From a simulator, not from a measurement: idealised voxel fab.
Herein follows the process module entitled voxel transistor to metal.
170 nm wide, 5 nm square cells: that's cross-section cut.
Each cross-section below is a grid of square cells, stated as bands in top-down order, with one or more rows of cells making up each band.
Band entry format. Leading values: height of top, height of bottom, nm. Remainder: materials in left-to-right order, each with its width in nm. Special words: "everywhere" on a single material, which then fills the band edge to edge; "empty", empty space.
It should be noted that heights are counted from 0, beneath which the wafer as supplied is of one material throughout, and that the lowest band possesses no lower boundary but continues downward, as written in "from 0 down".
The expression "30->40" gives the width at the extremes of the band, the first number at its top row of cells and the second at its bottom row, with the width changing by equal amounts from each row to the next in between.
"remains unaltered" after a step means that no cell of the cross-section changed.
"Enclosed void inventory" means: voids of 8 cells or more that are shut off from the top with no open way through. Written width x height at distance, distance from the left edge, in nm.
Whatever follows a step's settings on its line is a remark the simulator itself makes about that step.
"overlay nm" on a masked step: distance the mask lay right of its planned place, negative for left.
List of planned process steps:
step 1: RECEIVE | material Si
step 2: OXIDIZE | depth nm 5
step 3: CONFORMAL_DEP | material SiN | thk nm 15
step 4: DIRECTIONAL_DEP | material aC | thk nm 15
step 5: PATTERN | tone cover | mask id ACTIVE | material resist | width nm 115 | thk nm 30 | overlay nm 0
step 6: DIRECTIONAL_ETCH | etch materials aC | depth nm 15
step 7: STRIP | etch materials resist
step 8: DIRECTIONAL_ETCH | etch materials SiN | depth nm 15
step 9: DIRECTIONAL_ETCH | etch materials SiO2 | depth nm 5
step 10: DIRECTIONAL_ETCH | etch materials Si | depth nm 30
step 11: STRIP | etch materials aC
step 12: OXIDIZE | depth nm 5
step 13: FILL_DEP | material SiO2 | thk nm 5
step 14: CMP | height nm 15
step 15: SELECTIVE_ETCH | etch materials SiO2 | depth nm 10
step 16: STRIP | etch materials SiN
step 17: SELECTIVE_ETCH | etch materials SiO2 | depth nm 5
step 18: OXIDIZE | depth nm 5
step 19: DIRECTIONAL_DEP | material polySi | thk nm 30
step 20: DIRECTIONAL_DEP | material SiCN | thk nm 10
step 21: DIRECTIONAL_DEP | material aC | thk nm 10
step 22: PATTERN | tone cover | mask id GATE | material resist | width nm 25 | thk nm 30 | overlay nm 0
step 23: DIRECTIONAL_ETCH | etch materials aC | depth nm 10
step 24: STRIP | etch materials resist
step 25: DIRECTIONAL_ETCH | etch materials SiCN | depth nm 20
step 26: DIRECTIONAL_ETCH | etch materials polySi | depth nm 40
step 27: STRIP | etch materials aC
step 28: CONFORMAL_DEP | material SiO2 | thk nm 5
step 29: DIRECTIONAL_ETCH | etch materials SiO2 | depth nm 5
step 30: CONFORMAL_DEP | material SiN | thk nm 5
step 31: DIRECTIONAL_ETCH | etch materials SiN | depth nm 5
step 32: DIRECTIONAL_ETCH | etch materials SiO2 | depth nm 5
step 33: EPI | material nSi | thk nm 5
step 34: FILL_DEP | material SiO2 | thk nm 5
step 35: CMP | height nm 35
step 36: DIRECTIONAL_DEP | material SiO2 | thk nm 10
step 37: DIRECTIONAL_DEP | material aC | thk nm 10
step 38: PATTERN | tone open | mask id CONTACT | material resist | width nm 30 | pitch nm 65 | thk nm 30 | overlay nm 0
step 39: DIRECTIONAL_ETCH | etch materials aC | depth nm 10
step 40: STRIP | etch materials resist
step 41: DIRECTIONAL_ETCH | etch materials SiO2 | depth nm 50
step 42: STRIP | etch materials aC
step 43: CONFORMAL_DEP | material TiN | thk nm 5
step 44: FILL_DEP | material Ru | thk nm 10
step 45: CMP | height nm 45
step 46: DIRECTIONAL_DEP | material TiN | thk nm 5
step 47: DIRECTIONAL_DEP | material Ru | thk nm 20
step 48: MASKED_ETCH | tone cover | mask id METAL_1 | width nm 15 | pitch nm 80 | etch materials Ru | depth nm 20 | overlay nm 0
step 49: MASKED_ETCH | tone cover | mask id METAL_1 | width nm 15 | pitch nm 80 | etch materials TiN | depth nm 5 | overlay nm 0
step 50: FILL_DEP | material SiO2 | thk nm 10
step 51: CMP | height nm 70
step 52: CONFORMAL_DEP | material SiCN | thk nm 5
step 53: DIRECTIONAL_DEP | material SiO2 | thk nm 30
step 54: MASKED_ETCH | tone open | mask id METAL_2 | width nm 15 | pitch nm 80 | etch materials SiO2 | depth nm 15 | overlay nm 0
step 55: DIRECTIONAL_DEP | material aC | thk nm 10
step 56: PATTERN | tone open | mask id METAL_2_HOLES | material resist | width nm 15 | pitch nm 80 | thk nm 25 | overlay nm 0
step 57: DIRECTIONAL_ETCH | etch materials aC | depth nm 10
step 58: STRIP | etch materials resist
step 59: DIRECTIONAL_ETCH | etch materials SiO2 | depth nm 15
step 60: DIRECTIONAL_ETCH | etch materials SiCN | depth nm 5
step 61: STRIP | etch materials aC
step 62: CONFORMAL_DEP | material TiN | thk nm 5
step 63: FILL_DEP | material Cu | thk nm 10
step 64: CMP | height nm 105
step 65: CONFORMAL_DEP | material SiN | thk nm 5
Step 1 complete: cross-section of the wafer as received:
- from 0 down = Si everywhere
- Enclosed void inventory: none
Module complete, cross-section. Starting point and plan per above. One mistake made in running the module:
- from 110 to 105 = SiN everywhere
- from 105 to 75 = SiO2 35 nm, TiN 5 nm, Cu 5 nm, TiN 5 nm, SiO2 65 nm, TiN 5 nm, Cu 5 nm, TiN 5 nm, SiO2 40 nm
- from 75 to 70 = SiCN 35 nm, TiN 15 nm, SiCN 65 nm, TiN 15 nm, SiCN 40 nm
- from 70 to 50 = Ru 35 nm, SiO2 15 nm, Ru 65 nm, SiO2 15 nm, Ru 40 nm
- from 50 to 45 = TiN everywhere
- from 45 to 35 = SiO2 35 nm, TiN 5 nm, Ru 20->15 nm, TiN 5->10 nm, SiO2 35 nm, TiN 5->10 nm, Ru 20->15 nm, TiN 5 nm, SiO2 40 nm
- from 35 to 25 = SiO2 35 nm, TiN 5 nm, Ru 15 nm, TiN 5 nm, SiN 5 nm, SiO2 5 nm, SiCN 25 nm, SiO2 5 nm, SiN 5 nm, TiN 5 nm, Ru 15 nm, TiN 5 nm, SiO2 40 nm
- from 25 to 0 = SiO2 35 nm, TiN 5 nm, Ru 15 nm, TiN 5 nm, SiN 5 nm, SiO2 5 nm, polySi 25 nm, SiO2 5 nm, SiN 5 nm, TiN 5 nm, Ru 15 nm, TiN 5 nm, SiO2 40 nm
- from 0 to -5 = SiO2 25 nm, SiN 5 nm, SiO2 5 nm, TiN 25 nm, SiN 5 nm, SiO2 5 nm, polySi 25 nm, SiO2 5 nm, SiN 5 nm, TiN 25 nm, SiO2 5 nm, SiN 5 nm, SiO2 30 nm
- from -5 to -10 = SiO2 30 nm, nSi 30 nm, SiO2 45 nm, nSi 30 nm, SiO2 35 nm
- from -10 to -40 = SiO2 30 nm, Si 105 nm, SiO2 35 nm
- from -40 down = Si everywhere
- Enclosed void inventory: none
What broke from the plan during processing? step 48, actual vs plan mismatch, actual run MASKED_ETCH | tone open | mask id METAL_1 | width nm 15 | pitch nm 80 | etch materials Ru | depth nm 20 | overlay nm 0
